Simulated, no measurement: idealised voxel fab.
Title: Process Module voxel local oxidation
It is cross-section cut that appears here, measuring 260 nm in width, its square cells being 5 nm in size.
Heads up, the way a cross-section reads in here is a grid of square cells, handed over as bands from the top down, with every band being one or more rows of cells.
It is stipulated that each band's entry specify, in nanometres, the height of the top of the band and then that of its bottom, followed by the materials of the band in left-to-right sequence, each together with its width in nanometres. A single material marked by the word "full width" is understood to fill the band from edge to edge; the word "empty" is understood to denote empty space.
Height reference: 0 = level under which incoming wafer is all one material. Lowest band: no bottom, runs on downward, e.g. "from 0 down".
Quick explanation for "30->40": the width changes in equal steps down the rows of cells, from the first number in the band's top row to the second number in its bottom row.
Any step labelled "stayed the same" changed none of the cells in the cross-section.
Each empty space that has no open way to the top and spans at least 8 cells appears under "Sealed void inventory" as width x height at distance, the distance counted from the left edge, all in nm.
Whatever follows a step's settings on its line is a remark the simulator itself makes about that step.
"overlay nm" denotes, for a step that has a mask, the displacement of the mask to the right of its planned place, with negative values corresponding to the left.

Process steps foreseen in the plan:
1 RECEIVE,material Si
2 CONFORMAL_DEP,material SiO2,thk nm 5
3 CONFORMAL_DEP,material SiN,thk nm 10
4 PATTERN,tone cover,mask id ACTIVE,material resist,width nm 105,pitch nm 125,thk nm 20,overlay nm 0
5 DIRECTIONAL_ETCH,etch materials SiN,depth nm 10
6 STRIP,etch materials resist
7 SELECTIVE_ETCH,etch materials SiO2,depth nm 5
8 OXIDIZE,depth nm 15
9 STRIP,etch materials SiN

Incoming wafer in cross-section (state: after step 1):
from 0 down  Si full width
Sealed void inventory: none

Wafer cross-section at end of module: start and plan as shown above, one execution error:
from 5 to 0  empty (25); SiO2 (90); empty (35); SiO2 (90); empty (20)
from 0 to -15  SiO2 (40); Si (60); SiO2 (65); Si (60); SiO2 (35)
from -15 down  Si full width
Sealed void inventory: none
Error vs. plan: rather than as planned, step 4 actually ran as PATTERN,tone cover,mask id ACTIVE,material resist,width nm 100,pitch nm 125,thk nm 20,overlay nm 0
